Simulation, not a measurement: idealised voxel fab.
Process module, titled voxel wiring stack
Shown is cross-section cut, with a width of 285 nm and square cells of size 5 nm.
Cross-section layout: square cells on a grid; listed as bands, top to bottom; a band spans one or more cell rows.
The entry gives the band's vertical extent as a top height and a bottom height in nm, then its horizontal make-up as materials from left to right, each with a width in nm. "empty" stands for empty space; a single material marked "edge to edge" fills the band edge to edge.
The level at which height equals 0 is the one under which the wafer, as it arrives, is entirely one material. No lower edge exists for the bottom band, which continues downward and is notated as in "0 and below".
With a width like "30->40", each row of cells in the band differs from the next by the same amount, the top row carrying the first number and the bottom row the second.
A step reported as "no modifications" is a step in which no cell of the cross-section changed.
Heads up: "Voids, sealed" only lists the empty pockets with no open path to the top that are 8 cells or more, and it writes them as width x height at distance, distance from the left edge, in nm.
Read whatever lies past the settings on a step's line as the simulator's own remark about the step.
The "overlay nm" setting may appear on a step's line; for a step that uses a mask, it gives how far to the right of its planned position the mask lay, and a negative value indicates the left.
[Planned step list for the process]
1. RECEIVE, material Si
2. CONFORMAL_DEP, material SiO2, thk nm 15
3. DIRECTIONAL_DEP, material TiN, thk nm 5
4. DIRECTIONAL_DEP, material Ru, thk nm 15
5. MASKED_ETCH, tone cover, mask id METAL_1, width nm 20, pitch nm 40, etch materials Ru, depth nm 15, overlay nm 0
6. MASKED_ETCH, tone cover, mask id METAL_1, width nm 20, pitch nm 40, etch materials TiN, depth nm 5, overlay nm 0
7. CONFORMAL_DEP, material SiN, thk nm 5
8. FILL_DEP, material SiO2, thk nm 5
9. CMP, height nm 35
10. CONFORMAL_DEP, material SiCN, thk nm 5
11. DIRECTIONAL_DEP, material SiO2, thk nm 30
12. MASKED_ETCH, tone open, mask id METAL_2, width nm 20, pitch nm 40, etch materials SiO2, depth nm 20, overlay nm 0
13. MASKED_ETCH, tone open, mask id METAL_2_HOLES, width nm 15, pitch nm 40, etch materials SiO2, depth nm 10, overlay nm 0
14. MASKED_ETCH, tone open, mask id METAL_2_HOLES, width nm 15, pitch nm 40, etch materials SiCN, depth nm 5, overlay nm 0
15. CONFORMAL_DEP, material TiN, thk nm 5
16. FILL_DEP, material Ru, thk nm 10
17. CMP, height nm 70
18. CONFORMAL_DEP, material SiCN, thk nm 5
[Delivered wafer in cross-section: state after step 1]
- 0 and below | Si edge to edge
- Voids, sealed: none
[Cross-sectional image of the first of two wafers at the end of the module, the run having proceeded as planned]
- 75 down to 70 | SiCN edge to edge
- 70 down to 55 | SiO2 70, TiN 5, Ru 10, TiN 5, SiO2 20, TiN 5, Ru 10, TiN 5, SiO2 20, TiN 5, Ru 10, TiN 5, SiO2 20, TiN 5, Ru 10, TiN 5, SiO2 75
- 55 down to 50 | SiO2 70, TiN 5, Ru 5, TiN 10, SiO2 20, TiN 5, Ru 5, TiN 10, SiO2 20, TiN 5, Ru 5, TiN 10, SiO2 20, TiN 5, Ru 5, TiN 10, SiO2 75
- 50 down to 40 | SiO2 70, TiN 5, Ru 5, TiN 5, SiO2 25, TiN 5, Ru 5, TiN 5, SiO2 25, TiN 5, Ru 5, TiN 5, SiO2 25, TiN 5, Ru 5, TiN 5, SiO2 80
- 40 down to 35 | SiCN 70, TiN 15, SiCN 25, TiN 15, SiCN 25, TiN 15, SiCN 25, TiN 15, SiCN 80
- 35 down to 20 | SiO2 65, SiN 5, Ru 20, SiN 5, SiO2 10, SiN 5, Ru 20, SiN 5, SiO2 10, SiN 5, Ru 20, SiN 5, SiO2 10, SiN 5, Ru 20, SiN 5, SiO2 70
- 20 down to 15 | SiN 70, TiN 20, SiN 20, TiN 20, SiN 20, TiN 20, SiN 20, TiN 20, SiN 75
- 15 down to 0 | SiO2 edge to edge
- 0 and below | Si edge to edge
- Voids, sealed: none
[Module end: cross-section of wafer two of two. Same start and process plan as the first wafer. One mistake during execution]
- 75 down to 70 | SiCN edge to edge
- 70 down to 60 | SiO2 70, TiN 5, Ru 10, TiN 5, SiO2 20, TiN 5, Ru 10, TiN 5, SiO2 20, TiN 5, Ru 10, TiN 5, SiO2 20, TiN 5, Ru 10, TiN 5, SiO2 75
- 60 down to 55 | SiO2 70, TiN 5, Ru 5, TiN 10, SiO2 20, TiN 5, Ru 5, TiN 10, SiO2 20, TiN 5, Ru 5, TiN 10, SiO2 20, TiN 5, Ru 5, TiN 10, SiO2 75
- 55 down to 45 | SiO2 70, TiN 5, Ru 5, TiN 5, SiO2 25, TiN 5, Ru 5, TiN 5, SiO2 25, TiN 5, Ru 5, TiN 5, SiO2 25, TiN 5, Ru 5, TiN 5, SiO2 80
- 45 down to 40 | SiCN 70, TiN 15, SiCN 25, TiN 15, SiCN 25, TiN 15, SiCN 25, TiN 15, SiCN 80
- 40 down to 35 | SiO2 65, SiN 30, SiO2 10, SiN 30, SiO2 10, SiN 30, SiO2 10, SiN 30, SiO2 70
- 35 down to 20 | SiO2 65, SiN 5, Ru 20, SiN 5, SiO2 10, SiN 5, Ru 20, SiN 5, SiO2 10, SiN 5, Ru 20, SiN 5, SiO2 10, SiN 5, Ru 20, SiN 5, SiO2 70
- 20 down to 15 | SiN 70, TiN 20, SiN 20, TiN 20, SiN 20, TiN 20, SiN 20, TiN 20, SiN 75
- 15 down to 0 | SiO2 edge to edge
- 0 and below | Si edge to edge
- Voids, sealed: none
Run error: step 9: run off-plan, actual operation and settings CMP, height nm 40
Final comparison by cell count, materials where the second wafer has more or fewer than the first: 8 fewer of Ru, 24 more of SiN, 8 fewer of SiO2, 8 fewer of TiN
